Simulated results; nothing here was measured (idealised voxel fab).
process module | voxel wiring stack
cross-section cut | 275 nm wide | cells 5 nm
A cross-section is a grid of square cells, given in bands from the top down. A band is one or more rows of cells.
Each band's line starts with the height of the band's top and of its bottom, in nm. Then come its materials from left to right, each with its width in nm. One material with "throughout" fills the band from edge to edge. "air" is empty space.
Height 0 is the level under which the wafer as received is all one material. The lowest band goes on downwards, as in "0 down".
A width such as "30 to 40" changes by the same amount from each row of cells to the next, from the band's top row to its bottom row.
"no change" after a step means that no cell of the cross-section changed.
closed voids: empty space of 8 cells or more with no open way to the top, each as width x height at its distance from the left edge, in nm
after a step's settings: what the simulator itself notes on the step
overlay nm, on a step with a mask: how far to the right of its planned place the mask lay; to the left if negative
plan
1 op RECEIVE | material Si
2 op CONFORMAL_DEP | material SiO2 | thk nm 15
3 op DIRECTIONAL_DEP | material TiN | thk nm 5
4 op DIRECTIONAL_DEP | material W | thk nm 25
5 op DIRECTIONAL_DEP | material aC | thk nm 10
6 op PATTERN | tone cover | mask id METAL_1 | material resist | width nm 25 | pitch nm 55 | thk nm 30 | overlay nm 0
7 op DIRECTIONAL_ETCH | etch materials aC | depth nm 10
8 op STRIP | etch materials resist
9 op DIRECTIONAL_ETCH | etch materials W | depth nm 25
10 op DIRECTIONAL_ETCH | etch materials TiN | depth nm 5
11 op STRIP | etch materials aC
12 op FILL_DEP | material SiO2 | thk nm 5
13 op CMP | height nm 45
14 op CONFORMAL_DEP | material SiCN | thk nm 5
15 op DIRECTIONAL_DEP | material SiO2 | thk nm 15
16 op DIRECTIONAL_DEP | material aC | thk nm 15
17 op PATTERN | tone open | mask id PLUG_1 | material resist | width nm 15 | pitch nm 110 | thk nm 35 | overlay nm 0
18 op DIRECTIONAL_ETCH | etch materials aC | depth nm 15
19 op STRIP | etch materials resist
20 op DIRECTIONAL_ETCH | etch materials SiO2 | depth nm 15
21 op DIRECTIONAL_ETCH | etch materials SiCN | depth nm 5
22 op STRIP | etch materials aC
23 op CONFORMAL_DEP | material TiN | thk nm 5
24 op FILL_DEP | material Cu | thk nm 10
25 op CMP | height nm 65
26 op DIRECTIONAL_DEP | material TiN | thk nm 5
27 op DIRECTIONAL_DEP | material W | thk nm 15
28 op PATTERN | tone cover | mask id METAL_2 | material resist | width nm 25 | pitch nm 55 | thk nm 20 | overlay nm 0
29 op DIRECTIONAL_ETCH | etch materials W | depth nm 15
30 op DIRECTIONAL_ETCH | etch materials TiN | depth nm 5
31 op STRIP | etch materials resist
32 op CONFORMAL_DEP | material SiCN | thk nm 5
33 op FILL_DEP | material SiO2 | thk nm 10
34 op CMP | height nm 85
35 op CONFORMAL_DEP | material SiCN | thk nm 5
36 op DIRECTIONAL_DEP | material SiO2 | thk nm 25
37 op PATTERN | tone open | mask id METAL_3 | material resist | width nm 25 | pitch nm 55 | thk nm 20 | overlay nm 0
38 op DIRECTIONAL_ETCH | etch materials SiO2 | depth nm 15
39 op STRIP | etch materials resist
40 op PATTERN | tone open | mask id METAL_3_HOLES | material resist | width nm 15 | pitch nm 55 | thk nm 20 | overlay nm 0
41 op DIRECTIONAL_ETCH | etch materials SiO2 | depth nm 10
42 op DIRECTIONAL_ETCH | etch materials SiCN | depth nm 5
43 op STRIP | etch materials resist
44 op CONFORMAL_DEP | material TiN | thk nm 5
45 op FILL_DEP | material Ru | thk nm 5
46 op CMP | height nm 115
47 op CONFORMAL_DEP | material SiCN | thk nm 5
48 op DIRECTIONAL_DEP | material lowk | thk nm 30
49 op DIRECTIONAL_DEP | material aC | thk nm 15
50 op PATTERN | tone open | mask id METAL_4 | material resist | width nm 25 | pitch nm 55 | thk nm 35 | overlay nm 0
51 op DIRECTIONAL_ETCH | etch materials aC | depth nm 15
52 op STRIP | etch materials resist
53 op DIRECTIONAL_ETCH | etch materials lowk | depth nm 15
54 op STRIP | etch materials aC
55 op DIRECTIONAL_DEP | material aC | thk nm 10
56 op PATTERN | tone open | mask id METAL_4_HOLES | material resist | width nm 15 | pitch nm 55 | thk nm 25 | overlay nm 0
57 op DIRECTIONAL_ETCH | etch materials aC | depth nm 10
58 op STRIP | etch materials resist
59 op DIRECTIONAL_ETCH | etch materials lowk | depth nm 15
60 op DIRECTIONAL_ETCH | etch materials SiCN | depth nm 5
61 op STRIP | etch materials aC
62 op CONFORMAL_DEP | material TiN | thk nm 5
63 op FILL_DEP | material Cu | thk nm 10
64 op CMP | height nm 150
65 op CONFORMAL_DEP | material SiN | thk nm 5
varied across the wafers: width nm of step 56. The plan shows the first wafer's value. All wafers start alike
first wafer as received, after step 1
  0 down: Si throughout
  closed voids: none
each wafer at the end: cells of each material gained (+) or lost (-) since it was received, then its closed voids
width nm 15 | +46 Cu | +36 Ru | +194 SiCN | +55 SiN | +794 SiO2 | +186 TiN | +160 W | +234 lowk | closed voids: none
width nm 20 | +62 Cu | +36 Ru | +190 SiCN | +55 SiN | +794 SiO2 | +186 TiN | +160 W | +222 lowk | closed voids: none
width nm 25 | +70 Cu | +36 Ru | +190 SiCN | +55 SiN | +794 SiO2 | +190 TiN | +160 W | +210 lowk | closed voids: none
width nm 30 | +86 Cu | +36 Ru | +186 SiCN | +55 SiN | +794 SiO2 | +190 TiN | +160 W | +198 lowk | closed voids: none
